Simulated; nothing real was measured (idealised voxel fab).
process module | voxel trench capacitor
cross-section cut | 245 nm wide | cells 5 nm
A cross-section is a grid of square cells, given in bands from the top down. A band is one or more rows of cells.
Each band's line starts with the height of the band's top and of its bottom, in nm. Then come its materials from left to right, each with its width in nm. One material with "throughout" fills the band from edge to edge. "air" is empty space.
Height 0 is the level under which the wafer as received is all one material. The lowest band goes on downwards, as in "0 down".
A width such as "30 to 40" changes by the same amount from each row of cells to the next, from the band's top row to its bottom row.
"no change" after a step means that no cell of the cross-section changed.
closed voids: empty space of 8 cells or more with no open way to the top, each as width x height at its distance from the left edge, in nm
after a step's settings: what the simulator itself notes on the step
overlay nm, on a step with a mask: how far to the right of its planned place the mask lay; to the left if negative
plan
1 op RECEIVE | material Si
2 op CONFORMAL_DEP | material SiN | thk nm 10
3 op MASKED_ETCH | tone open | mask id TRENCH | width nm 20 | pitch nm 40 | etch materials SiN | depth nm 10 | overlay nm 0
4 op MASKED_ETCH | tone open | mask id TRENCH | width nm 20 | pitch nm 40 | etch materials Si | depth nm 30 | overlay nm 0
5 op CONFORMAL_DEP | material SiO2 | thk nm 5
6 op FILL_DEP | material polySi | thk nm 10
7 op CMP | height nm 10
as received, after step 1
  0 down: Si throughout
  closed voids: none
first wafer at the end, as planned
  10 to 0: SiN 90 | SiO2 5 | polySi 10 | SiO2 5 | SiN 20 | SiO2 5 | polySi 10 | SiO2 5 | SiN 95
  0 to -25: Si 90 | SiO2 5 | polySi 10 | SiO2 5 | Si 20 | SiO2 5 | polySi 10 | SiO2 5 | Si 95
  -25 to -30: Si 90 | SiO2 20 | Si 20 | SiO2 20 | Si 95
  -30 down: Si throughout
  closed voids: none
second wafer at the end: like start, like plan, one mistake
  10 to 5: SiO2 95 | polySi 10 | SiO2 30 | polySi 10 | SiO2 100
  5 to 0: SiN 90 | SiO2 5 | polySi 10 | SiO2 5 | SiN 20 | SiO2 5 | polySi 10 | SiO2 5 | SiN 95
  0 to -25: Si 90 | SiO2 5 | polySi 10 | SiO2 5 | Si 20 | SiO2 5 | polySi 10 | SiO2 5 | Si 95
  -25 to -30: Si 90 | SiO2 20 | Si 20 | SiO2 20 | Si 95
  -30 down: Si throughout
  closed voids: none
what went wrong: step 2 ran as: op CONFORMAL_DEP | material SiN | thk nm 5
at the end the second wafer has, in cells: 41 fewer of SiN | 41 more of SiO2
